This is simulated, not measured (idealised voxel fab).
Presented below is a process module, voxel air gaps.
The figure presents cross-section cut, which has a width of 280 nm and is divided into square cells with an edge length of 5 nm.
When this document writes out a cross-section, it uses a grid of square cells and lists it as bands, beginning at the top and moving down, with a band standing for one or more rows of cells. It is stipulated that each band's entry specify, in nanometres, the height of the top of the band and then that of its bottom, followed by the materials of the band in left-to-right sequence, each together with its width in nanometres. A single material marked by the word "throughout" is understood to fill the band from edge to edge; the word "air" is understood to denote empty space. Ref level 0: as-received wafer is one material below here. Bottom band extends down with no lower bound ("top 0, no bottom"). Note: "30 to 40" means the width goes from the first number (top row of the band) to the second number (bottom row) in equal steps per row of cells. "remained the same" (step): cross-section cells unchanged, all of them. Enclosed voids (no open way to top), threshold 8 cells or more, entry "Catalogued sealed voids", notation width x height at distance, distance from left edge, nm. Where a step's line continues beyond its settings, the continuation is a remark by the simulator itself on that step. The setting "overlay nm" may be written on the line of a step. When the step uses a mask, the value reports how far to the right of the planned place the mask lay, and a negative value reports that it lay to the left.
PLANNED STEP LIST FOR THE PROCESS
1,RECEIVE: material Si
2,CONFORMAL_DEP: material SiO2, thk nm 10
3,CONFORMAL_DEP: material SiN, thk nm 5
4,DIRECTIONAL_DEP: material lowk, thk nm 40
5,PATTERN: tone open, mask id LINES, material resist, width nm 20, pitch nm 45, thk nm 15, overlay nm -15
6,DIRECTIONAL_ETCH: etch materials lowk, depth nm 40
7,STRIP: etch materials resist
8,CONFORMAL_DEP: material TiN, thk nm 5
9,FILL_DEP: material Ru, thk nm 10
10,CMP: height nm 55
11,EPI: material Ru, thk nm 10
12,SELECTIVE_ETCH: etch materials lowk, depth nm 50
13,CONFORMAL_DEP: material SiCN, thk nm 5
Wafers differ in overlay nm at step 5; plan lists the first wafer's value; identical starting state.
STEP 1 COMPLETE: AS-RECEIVED CROSS-SECTION OF THE FIRST OF SEVERAL WAFERS
* top 0, no bottom  Si throughout
* Catalogued sealed voids: none
CROSS-SECTION, FIRST OF SEVERAL WAFERS, END OF MODULE, AFTER LAST STEP 13
* top 70, bottom 65  air: 30, SiCN: 185, air: 65
* top 65, bottom 55  air: 30, SiCN: 5, Ru: 40, SiCN: 5, Ru: 40, SiCN: 5, Ru: 40, SiCN: 5, Ru: 40, SiCN: 5, air: 65
* top 55, bottom 50  air: 30, SiCN: 15, TiN: 5, Ru: 10, TiN: 5, SiCN: 25, TiN: 5, Ru: 10, TiN: 5, SiCN: 25, TiN: 5, Ru: 10, TiN: 5, SiCN: 25, TiN: 5, Ru: 10, TiN: 5, SiCN: 15, air: 65
* top 50, bottom 20  air: 40, SiCN: 5, TiN: 5, Ru: 10, TiN: 5, SiCN: 5, air: 15, SiCN: 5, TiN: 5, Ru: 10, TiN: 5, SiCN: 5, air: 15, SiCN: 5, TiN: 5, Ru: 10, TiN: 5, SiCN: 5, air: 15, SiCN: 5, TiN: 5, Ru: 10, TiN: 5, SiCN: 5, air: 75
* top 20, bottom 15  SiCN: 45, TiN: 20, SiCN: 25, TiN: 20, SiCN: 25, TiN: 20, SiCN: 25, TiN: 20, SiCN: 80
* top 15, bottom 10  SiN throughout
* top 10, bottom 0  SiO2 throughout
* top 0, no bottom  Si throughout
* Catalogued sealed voids: 15 x 30 at 70; 15 x 30 at 115; 15 x 30 at 160
CROSS-SECTION OF THE FINAL WAFER AMONG SEVERAL, TAKEN AT THE END OF THE MODULE
* top 70, bottom 65  air: 60, SiCN: 185, air: 35
* top 65, bottom 55  air: 60, SiCN: 5, Ru: 40, SiCN: 5, Ru: 40, SiCN: 5, Ru: 40, SiCN: 5, Ru: 40, SiCN: 5, air: 35
* top 55, bottom 50  air: 60, SiCN: 15, TiN: 5, Ru: 10, TiN: 5, SiCN: 25, TiN: 5, Ru: 10, TiN: 5, SiCN: 25, TiN: 5, Ru: 10, TiN: 5, SiCN: 25, TiN: 5, Ru: 10, TiN: 5, SiCN: 15, air: 35
* top 50, bottom 20  air: 70, SiCN: 5, TiN: 5, Ru: 10, TiN: 5, SiCN: 5, air: 15, SiCN: 5, TiN: 5, Ru: 10, TiN: 5, SiCN: 5, air: 15, SiCN: 5, TiN: 5, Ru: 10, TiN: 5, SiCN: 5, air: 15, SiCN: 5, TiN: 5, Ru: 10, TiN: 5, SiCN: 5, air: 45
* top 20, bottom 15  SiCN: 75, TiN: 20, SiCN: 25, TiN: 20, SiCN: 25, TiN: 20, SiCN: 25, TiN: 20, SiCN: 50
* top 15, bottom 10  SiN throughout
* top 10, bottom 0  SiO2 throughout
* top 0, no bottom  Si throughout
* Catalogued sealed voids: 15 x 30 at 100; 15 x 30 at 145; 15 x 30 at 190
ROWS = WAFERS. AT MODULE END, EACH ROW LISTS PER MATERIAL THE CELLS GAINED (+) OR LOST (-) SINCE THE WAFER WAS RECEIVED, THEN THE CLOSED VOIDS
overlay nm -15 | +120 Ru | +156 SiCN | +56 SiN | +112 SiO2 | +72 TiN | Catalogued sealed voids: 15 x 30 at 70; 15 x 30 at 115; 15 x 30 at 160
overlay nm -10 | +120 Ru | +156 SiCN | +56 SiN | +112 SiO2 | +72 TiN | Catalogued sealed voids: 15 x 30 at 75; 15 x 30 at 120; 15 x 30 at 165
overlay nm -5 | +120 Ru | +156 SiCN | +56 SiN | +112 SiO2 | +72 TiN | Catalogued sealed voids: 15 x 30 at 80; 15 x 30 at 125; 15 x 30 at 170
overlay nm 0 | +120 Ru | +156 SiCN | +56 SiN | +112 SiO2 | +72 TiN | Catalogued sealed voids: 15 x 30 at 85; 15 x 30 at 130; 15 x 30 at 175
overlay nm 5 | +120 Ru | +156 SiCN | +56 SiN | +112 SiO2 | +72 TiN | Catalogued sealed voids: 15 x 30 at 90; 15 x 30 at 135; 15 x 30 at 180
overlay nm 10 | +120 Ru | +156 SiCN | +56 SiN | +112 SiO2 | +72 TiN | Catalogued sealed voids: 15 x 30 at 95; 15 x 30 at 140; 15 x 30 at 185
overlay nm 15 | +120 Ru | +156 SiCN | +56 SiN | +112 SiO2 | +72 TiN | Catalogued sealed voids: 15 x 30 at 100; 15 x 30 at 145; 15 x 30 at 190
